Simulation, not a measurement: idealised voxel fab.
process module | voxel self aligned vias
cross-section cut | 200 nm wide | cells 5 nm
A cross-section is a grid of square cells, given in bands from the top down. A band is one or more rows of cells.
Each band's line starts with the height of the band's top and of its bottom, in nm. Then come its materials from left to right, each with its width in nm. One material with "throughout" fills the band from edge to edge. "air" is empty space.
Height 0 is the level under which the wafer as received is all one material. The lowest band goes on downwards, as in "0 down".
A width such as "30 to 40" changes by the same amount from each row of cells to the next, from the band's top row to its bottom row.
"no change" after a step means that no cell of the cross-section changed.
closed voids: empty space of 8 cells or more with no open way to the top, each as width x height at its distance from the left edge, in nm
after a step's settings: what the simulator itself notes on the step
overlay nm, on a step with a mask: how far to the right of its planned place the mask lay; to the left if negative
plan
1 op RECEIVE | material Si
2 op CONFORMAL_DEP | material SiO2 | thk nm 10
3 op CONFORMAL_DEP | material SiCN | thk nm 5
4 op DIRECTIONAL_DEP | material lowk | thk nm 30
5 op DIRECTIONAL_DEP | material aC | thk nm 15
6 op PATTERN | tone open | mask id LINES | material resist | width nm 20 | pitch nm 60 | thk nm 35 | overlay nm 0
7 op DIRECTIONAL_ETCH | etch materials aC | depth nm 15
8 op STRIP | etch materials resist
9 op DIRECTIONAL_ETCH | etch materials lowk | depth nm 30
10 op STRIP | etch materials aC
11 op CONFORMAL_DEP | material TiN | thk nm 5
12 op FILL_DEP | material W | thk nm 5
13 op CMP | height nm 45
14 op SELECTIVE_ETCH | etch materials W Ru TiN | depth nm 10
15 op FILL_DEP | material SiN | thk nm 10
16 op CMP | height nm 45
17 op DIRECTIONAL_DEP | material lowk | thk nm 20
18 op DIRECTIONAL_DEP | material aC | thk nm 10
19 op PATTERN | tone open | mask id VIAS | material resist | width nm 30 | thk nm 25 | overlay nm 0
20 op DIRECTIONAL_ETCH | etch materials aC | depth nm 10
21 op STRIP | etch materials resist
22 op DIRECTIONAL_ETCH | etch materials lowk | depth nm 20
23 op DIRECTIONAL_ETCH | etch materials SiN | depth nm 10
24 op STRIP | etch materials aC
25 op CONFORMAL_DEP | material TiN | thk nm 5
26 op FILL_DEP | material Ru | thk nm 5
27 op CMP | height nm 65
28 op CONFORMAL_DEP | material SiN | thk nm 5
first wafer, as planned
as received, after step 1
  0 down: Si throughout
  closed voids: none
after step 2
  10 to 0: SiO2 throughout
  below 0: unchanged
after step 3
  15 to 10: SiCN throughout
  below 10: unchanged
after step 4
  45 to 15: lowk throughout
  below 15: unchanged
after step 5
  60 to 45: aC throughout
  below 45: unchanged
after step 6
  95 to 60: resist 60 | air 20 | resist 40 | air 20 | resist 60
  below 60: unchanged
after step 7
  80 to 60: resist 60 | air 20 | resist 40 | air 20 | resist 60
  60 to 45: aC 60 | air 20 | aC 40 | air 20 | aC 60
  below 45: unchanged
after step 8
  60 to 45: aC 60 | air 20 | aC 40 | air 20 | aC 60
  below 45: unchanged
after step 9
  60 to 45: aC 60 | air 20 | aC 40 | air 20 | aC 60
  45 to 15: lowk 60 | air 20 | lowk 40 | air 20 | lowk 60
  below 15: unchanged
after step 10
  45 to 15: lowk 60 | air 20 | lowk 40 | air 20 | lowk 60
  below 15: unchanged
after step 11
  50 to 45: TiN 65 | air 10 | TiN 50 | air 10 | TiN 65
  45 to 20: lowk 60 | TiN 5 | air 10 | TiN 5 | lowk 40 | TiN 5 | air 10 | TiN 5 | lowk 60
  20 to 15: lowk 60 | TiN 20 | lowk 40 | TiN 20 | lowk 60
  below 15: unchanged
after step 12
  55 to 50: W throughout
  50 to 45: TiN 65 | W 10 | TiN 50 | W 10 | TiN 65
  45 to 20: lowk 60 | TiN 5 | W 10 | TiN 5 | lowk 40 | TiN 5 | W 10 | TiN 5 | lowk 60
  below 20: unchanged
after step 13
  45 to 20: lowk 60 | TiN 5 | W 10 | TiN 5 | lowk 40 | TiN 5 | W 10 | TiN 5 | lowk 60
  below 20: unchanged
after step 14
  45 to 35: lowk 60 | air 20 | lowk 40 | air 20 | lowk 60
  below 35: unchanged
after step 15
  55 to 45: SiN throughout
  45 to 35: lowk 60 | SiN 20 | lowk 40 | SiN 20 | lowk 60
  below 35: unchanged
after step 16
  45 to 35: lowk 60 | SiN 20 | lowk 40 | SiN 20 | lowk 60
  below 35: unchanged
after step 17
  65 to 45: lowk throughout
  below 45: unchanged
after step 18
  75 to 65: aC throughout
  below 65: unchanged
after step 19
  100 to 75: resist 55 | air 30 | resist 115
  below 75: unchanged
after step 20
  90 to 75: resist 55 | air 30 | resist 115
  75 to 65: aC 55 | air 30 | aC 115
  below 65: unchanged
after step 21
  75 to 65: aC 55 | air 30 | aC 115
  below 65: unchanged
after step 22
  75 to 65: aC 55 | air 30 | aC 115
  65 to 45: lowk 55 | air 30 | lowk 115
  below 45: unchanged
after step 23
  75 to 65: aC 55 | air 30 | aC 115
  65 to 45: lowk 55 | air 30 | lowk 115
  45 to 35: lowk 60 | air 20 | lowk 40 | SiN 20 | lowk 60
  below 35: unchanged
after step 24
  65 to 45: lowk 55 | air 30 | lowk 115
  below 45: unchanged
after step 25
  70 to 65: TiN 60 | air 20 | TiN 120
  65 to 50: lowk 55 | TiN 5 | air 20 | TiN 5 | lowk 115
  50 to 45: lowk 55 | TiN 10 | air 10 | TiN 10 | lowk 115
  45 to 40: lowk 60 | TiN 5 | air 10 | TiN 5 | lowk 40 | SiN 20 | lowk 60
  40 to 35: lowk 60 | TiN 20 | lowk 40 | SiN 20 | lowk 60
  below 35: unchanged
after step 26
  75 to 70: Ru throughout
  70 to 65: TiN 60 | Ru 20 | TiN 120
  65 to 50: lowk 55 | TiN 5 | Ru 20 | TiN 5 | lowk 115
  50 to 45: lowk 55 | TiN 10 | Ru 10 | TiN 10 | lowk 115
  45 to 40: lowk 60 | TiN 5 | Ru 10 | TiN 5 | lowk 40 | SiN 20 | lowk 60
  below 40: unchanged
after step 27
  65 to 50: lowk 55 | TiN 5 | Ru 20 | TiN 5 | lowk 115
  below 50: unchanged
after step 28
  70 to 65: SiN throughout
  below 65: unchanged
second wafer: like start, like plan, one mistake. Through step 5 it matches the first wafer
when step 6 should have ended
  95 to 60: resist 65 | air 15 | resist 45 | air 15 | resist 60
  below 60: unchanged
when step 7 should have ended
  80 to 60: resist 65 | air 15 | resist 45 | air 15 | resist 60
  60 to 45: aC 65 | air 15 | aC 45 | air 15 | aC 60
  below 45: unchanged
when step 8 should have ended
  60 to 45: aC 65 | air 15 | aC 45 | air 15 | aC 60
  below 45: unchanged
when step 9 should have ended
  60 to 45: aC 65 | air 15 | aC 45 | air 15 | aC 60
  45 to 15: lowk 65 | air 15 | lowk 45 | air 15 | lowk 60
  below 15: unchanged
when step 10 should have ended
  45 to 15: lowk 65 | air 15 | lowk 45 | air 15 | lowk 60
  below 15: unchanged
when step 11 should have ended
  50 to 45: TiN 70 | air 5 | TiN 55 | air 5 | TiN 65
  45 to 20: lowk 65 | TiN 5 | air 5 | TiN 5 | lowk 45 | TiN 5 | air 5 | TiN 5 | lowk 60
  20 to 15: lowk 65 | TiN 15 | lowk 45 | TiN 15 | lowk 60
  below 15: unchanged
when step 12 should have ended
  55 to 50: W throughout
  50 to 45: TiN 70 | W 5 | TiN 55 | W 5 | TiN 65
  45 to 20: lowk 65 | TiN 5 | W 5 | TiN 5 | lowk 45 | TiN 5 | W 5 | TiN 5 | lowk 60
  below 20: unchanged
when step 13 should have ended
  45 to 20: lowk 65 | TiN 5 | W 5 | TiN 5 | lowk 45 | TiN 5 | W 5 | TiN 5 | lowk 60
  below 20: unchanged
when step 14 should have ended
  45 to 35: lowk 65 | air 15 | lowk 45 | air 15 | lowk 60
  below 35: unchanged
when step 15 should have ended
  55 to 45: SiN throughout
  45 to 35: lowk 65 | SiN 15 | lowk 45 | SiN 15 | lowk 60
  below 35: unchanged
when step 16 should have ended
  45 to 35: lowk 65 | SiN 15 | lowk 45 | SiN 15 | lowk 60
  below 35: unchanged
when step 17 should have ended
  65 to 45: lowk throughout
  below 45: unchanged
when step 18 should have ended
  75 to 65: aC throughout
  below 65: unchanged
when step 19 should have ended
  100 to 75: resist 55 | air 30 | resist 115
  below 75: unchanged
when step 20 should have ended
  90 to 75: resist 55 | air 30 | resist 115
  75 to 65: aC 55 | air 30 | aC 115
  below 65: unchanged
when step 21 should have ended
  75 to 65: aC 55 | air 30 | aC 115
  below 65: unchanged
when step 22 should have ended
  75 to 65: aC 55 | air 30 | aC 115
  65 to 45: lowk 55 | air 30 | lowk 115
  below 45: unchanged
when step 23 should have ended
  75 to 65: aC 55 | air 30 | aC 115
  65 to 45: lowk 55 | air 30 | lowk 115
  45 to 35: lowk 65 | air 15 | lowk 45 | SiN 15 | lowk 60
  below 35: unchanged
when step 24 should have ended
  65 to 45: lowk 55 | air 30 | lowk 115
  below 45: unchanged
when step 25 should have ended
  70 to 65: TiN 60 | air 20 | TiN 120
  65 to 50: lowk 55 | TiN 5 | air 20 | TiN 5 | lowk 115
  50 to 45: lowk 55 | TiN 15 | air 5 | TiN 10 | lowk 115
  45 to 40: lowk 65 | TiN 5 | air 5 | TiN 5 | lowk 45 | SiN 15 | lowk 60
  40 to 35: lowk 65 | TiN 15 | lowk 45 | SiN 15 | lowk 60
  below 35: unchanged
when step 26 should have ended
  75 to 70: Ru throughout
  70 to 65: TiN 60 | Ru 20 | TiN 120
  65 to 50: lowk 55 | TiN 5 | Ru 20 | TiN 5 | lowk 115
  50 to 45: lowk 55 | TiN 15 | Ru 5 | TiN 10 | lowk 115
  45 to 40: lowk 65 | TiN 5 | Ru 5 | TiN 5 | lowk 45 | SiN 15 | lowk 60
  below 40: unchanged
when step 27 should have ended
  65 to 50: lowk 55 | TiN 5 | Ru 20 | TiN 5 | lowk 115
  below 50: unchanged
when step 28 should have ended
  70 to 65: SiN throughout
  below 65: unchanged
what went wrong: step 6 ran as: op PATTERN | tone open | mask id LINES | material resist | width nm 15 | pitch nm 60 | thk nm 35 | overlay nm 0
at the end the second wafer has, in cells: 2 fewer of Ru | 2 fewer of SiN | 2 fewer of TiN | 6 fewer of W | 12 more of lowk
